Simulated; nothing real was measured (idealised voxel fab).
process module | voxel self aligned vias
cross-section cut | 225 nm wide | cells 5 nm
A cross-section is a grid of square cells, given in bands from the top down. A band is one or more rows of cells.
Each band's line starts with the height of the band's top and of its bottom, in nm. Then come its materials from left to right, each with its width in nm. One material with "throughout" fills the band from edge to edge. "air" is empty space.
Height 0 is the level under which the wafer as received is all one material. The lowest band goes on downwards, as in "0 down".
A width such as "30 to 40" changes by the same amount from each row of cells to the next, from the band's top row to its bottom row.
"no change" after a step means that no cell of the cross-section changed.
closed voids: empty space of 8 cells or more with no open way to the top, each as width x height at its distance from the left edge, in nm
after a step's settings: what the simulator itself notes on the step
overlay nm, on a step with a mask: how far to the right of its planned place the mask lay; to the left if negative
plan
1 op RECEIVE | material Si
2 op CONFORMAL_DEP | material SiO2 | thk nm 15
3 op CONFORMAL_DEP | material SiCN | thk nm 5
4 op DIRECTIONAL_DEP | material SiO2 | thk nm 20
5 op DIRECTIONAL_DEP | material aC | thk nm 15
6 op PATTERN | tone open | mask id LINES | material resist | width nm 20 | pitch nm 50 | thk nm 35 | overlay nm 0
7 op DIRECTIONAL_ETCH | etch materials aC | depth nm 15
8 op STRIP | etch materials resist
9 op DIRECTIONAL_ETCH | etch materials SiO2 | depth nm 20
10 op STRIP | etch materials aC
11 op CONFORMAL_DEP | material TiN | thk nm 5
12 op FILL_DEP | material W | thk nm 5
13 op CMP | height nm 40
14 op SELECTIVE_ETCH | etch materials W Ru TiN | depth nm 5
15 op FILL_DEP | material SiN | thk nm 5
16 op CMP | height nm 40
17 op DIRECTIONAL_DEP | material SiO2 | thk nm 15
18 op DIRECTIONAL_DEP | material aC | thk nm 15
19 op PATTERN | tone open | mask id VIAS | material resist | width nm 30 | pitch nm 50 | thk nm 30 | overlay nm 0
20 op DIRECTIONAL_ETCH | etch materials aC | depth nm 15
21 op STRIP | etch materials resist
22 op DIRECTIONAL_ETCH | etch materials SiO2 | depth nm 15
23 op DIRECTIONAL_ETCH | etch materials SiN | depth nm 5
24 op STRIP | etch materials aC
25 op CONFORMAL_DEP | material TiN | thk nm 5
26 op FILL_DEP | material Cu | thk nm 10
27 op CMP | height nm 55
28 op CONFORMAL_DEP | material SiCN | thk nm 5
as received, after step 1
  0 down: Si throughout
  closed voids: none
first wafer at the end, as planned
  60 to 55: SiCN throughout
  55 to 45: SiO2 70 | TiN 5 | Cu 20 | TiN 5 | SiO2 20 | TiN 5 | Cu 20 | TiN 5 | SiO2 75
  45 to 40: SiO2 70 | TiN 10 | Cu 10 | TiN 10 | SiO2 20 | TiN 10 | Cu 10 | TiN 10 | SiO2 75
  40 to 35: SiO2 75 | TiN 20 | SiO2 30 | TiN 20 | SiO2 80
  35 to 25: SiO2 75 | TiN 5 | W 10 | TiN 5 | SiO2 30 | TiN 5 | W 10 | TiN 5 | SiO2 80
  25 to 20: SiO2 75 | TiN 20 | SiO2 30 | TiN 20 | SiO2 80
  20 to 15: SiCN throughout
  15 to 0: SiO2 throughout
  0 down: Si throughout
  closed voids: none
second wafer at the end: like start, like plan, one mistake
  60 to 55: SiCN throughout
  55 to 40: SiO2 70 | TiN 5 | Cu 20 | TiN 5 | SiO2 20 | TiN 5 | Cu 20 | TiN 5 | SiO2 75
  40 to 35: SiO2 70 | TiN 30 | SiO2 20 | TiN 30 | SiO2 75
  35 to 25: SiO2 70 | TiN 10 | W 10 | TiN 10 | SiO2 20 | TiN 10 | W 10 | TiN 10 | SiO2 75
  25 to 20: SiO2 75 | TiN 20 | SiO2 30 | TiN 20 | SiO2 80
  20 to 15: SiCN throughout
  15 to 0: SiO2 throughout
  0 down: Si throughout
  closed voids: none
what went wrong: step 22 was run twice
at the end the second wafer has, in cells: 4 more of Cu | 12 fewer of SiO2 | 8 more of TiN
